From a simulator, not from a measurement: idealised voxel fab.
The process module presented herein is designated voxel transistor to metal.
The cross-section on display is named cut; it measures 205 nm wide, and its cells are 5 nm squares.
Cross-section = grid of square cells, listed top down in bands; band = one or more rows. Band: top height; bottom height; in nm. Then, left to right: material with width in nm, for each material. "edge to edge": a single material spanning edge to edge. "empty": empty space. Ref level 0: as-received wafer is one material below here. Bottom band extends down with no lower bound ("0 down"). So if you see something like "30->40" for the width, read it as the top row of the band sitting at the first number and the bottom row at the second, with every row in between moving by the same amount as the last. "no alteration" means the step left every cell of the cross-section as it was. "Sealed void list" means: voids of 8 cells or more that are shut off from the top with no open way through. Written width x height at distance, distance from the left edge, in nm. Anything after a step's settings on that line? It's the simulator's own note about the step. "overlay nm" denotes, for a step that has a mask, the displacement of the mask to the right of its planned place, with negative values corresponding to the left.
Process steps (planned)
- 1: op RECEIVE | material Si
- 2: op OXIDIZE | depth nm 5
- 3: op CONFORMAL_DEP | material SiN | thk nm 10
- 4: op MASKED_ETCH | tone cover | mask id ACTIVE | width nm 95 | etch materials SiN | depth nm 10 | overlay nm 0
- 5: op MASKED_ETCH | tone cover | mask id ACTIVE | width nm 95 | etch materials SiO2 | depth nm 5 | overlay nm 0
- 6: op MASKED_ETCH | tone cover | mask id ACTIVE | width nm 85 | etch materials Si | depth nm 30 | overlay nm 0
- 7: op OXIDIZE | depth nm 5
- 8: op FILL_DEP | material SiO2 | thk nm 5
- 9: op CMP | height nm 10
- 10: op SELECTIVE_ETCH | etch materials SiO2 | depth nm 5
- 11: op STRIP | etch materials SiN
- 12: op SELECTIVE_ETCH | etch materials SiO2 | depth nm 5
- 13: op OXIDIZE | depth nm 5
- 14: op DIRECTIONAL_DEP | material polySi | thk nm 20
- 15: op DIRECTIONAL_DEP | material SiCN | thk nm 10
- 16: op MASKED_ETCH | tone cover | mask id GATE | width nm 25 | etch materials SiCN | depth nm 20 | overlay nm 0
- 17: op MASKED_ETCH | tone cover | mask id GATE | width nm 25 | etch materials polySi | depth nm 30 | overlay nm 0
- 18: op CONFORMAL_DEP | material SiO2 | thk nm 5
- 19: op DIRECTIONAL_ETCH | etch materials SiO2 | depth nm 5
- 20: op CONFORMAL_DEP | material SiN | thk nm 5
- 21: op DIRECTIONAL_ETCH | etch materials SiN | depth nm 5
- 22: op DIRECTIONAL_ETCH | etch materials SiO2 | depth nm 5
- 23: op EPI | material pSi | thk nm 5
- 24: op FILL_DEP | material SiO2 | thk nm 10
- 25: op CMP | height nm 25
- 26: op DIRECTIONAL_DEP | material SiO2 | thk nm 10
- 27: op DIRECTIONAL_DEP | material aC | thk nm 15
- 28: op PATTERN | tone open | mask id CONTACT | material resist | width nm 15 | pitch nm 70 | thk nm 35 | overlay nm 0
- 29: op DIRECTIONAL_ETCH | etch materials aC | depth nm 15
- 30: op STRIP | etch materials resist
- 31: op DIRECTIONAL_ETCH | etch materials SiO2 | depth nm 40
- 32: op STRIP | etch materials aC
- 33: op CONFORMAL_DEP | material TiN | thk nm 5
- 34: op FILL_DEP | material W | thk nm 10
- 35: op CMP | height nm 35
- 36: op CONFORMAL_DEP | material SiCN | thk nm 5
- 37: op DIRECTIONAL_DEP | material lowk | thk nm 20
- 38: op MASKED_ETCH | tone open | mask id METAL_1 | width nm 15 | pitch nm 70 | etch materials lowk | depth nm 20 | overlay nm 0
- 39: op MASKED_ETCH | tone open | mask id METAL_1 | width nm 15 | pitch nm 70 | etch materials SiCN | depth nm 5 | overlay nm 0
- 40: op CONFORMAL_DEP | material TiN | thk nm 5
- 41: op FILL_DEP | material Cu | thk nm 10
- 42: op CMP | height nm 60
- 43: op CONFORMAL_DEP | material SiN | thk nm 5
varied across the wafers: width nm of step 6. The plan shows the first wafer's value. All wafers start alike
Cross-section of the first of several wafers on receipt, reflecting completion of step 1
0 down  Si edge to edge
Sealed void list: none
The rows of the table below are wafers. Looking at the end of the module, a row counts, for every material, the cells the wafer has gained, shown as (+), or lost, shown as (-), since it was received; its closed voids come next
width nm 85 | +8 Cu | -226 Si | +45 SiCN | +55 SiN | +413 SiO2 | +56 TiN | +14 W | +140 lowk | +8 pSi | +20 polySi | Sealed void list: none
width nm 90 | +8 Cu | -226 Si | +45 SiCN | +55 SiN | +413 SiO2 | +56 TiN | +14 W | +140 lowk | +8 pSi | +20 polySi | Sealed void list: none
width nm 95 | +8 Cu | -226 Si | +45 SiCN | +55 SiN | +413 SiO2 | +56 TiN | +14 W | +140 lowk | +8 pSi | +20 polySi | Sealed void list: none
width nm 100 | +8 Cu | -220 Si | +45 SiCN | +55 SiN | +407 SiO2 | +56 TiN | +14 W | +140 lowk | +8 pSi | +20 polySi | Sealed void list: none
width nm 105 | +8 Cu | -214 Si | +45 SiCN | +55 SiN | +401 SiO2 | +56 TiN | +14 W | +140 lowk | +8 pSi | +20 polySi | Sealed void list: none
width nm 110 | +8 Cu | -208 Si | +45 SiCN | +55 SiN | +395 SiO2 | +56 TiN | +14 W | +140 lowk | +8 pSi | +20 polySi | Sealed void list: none
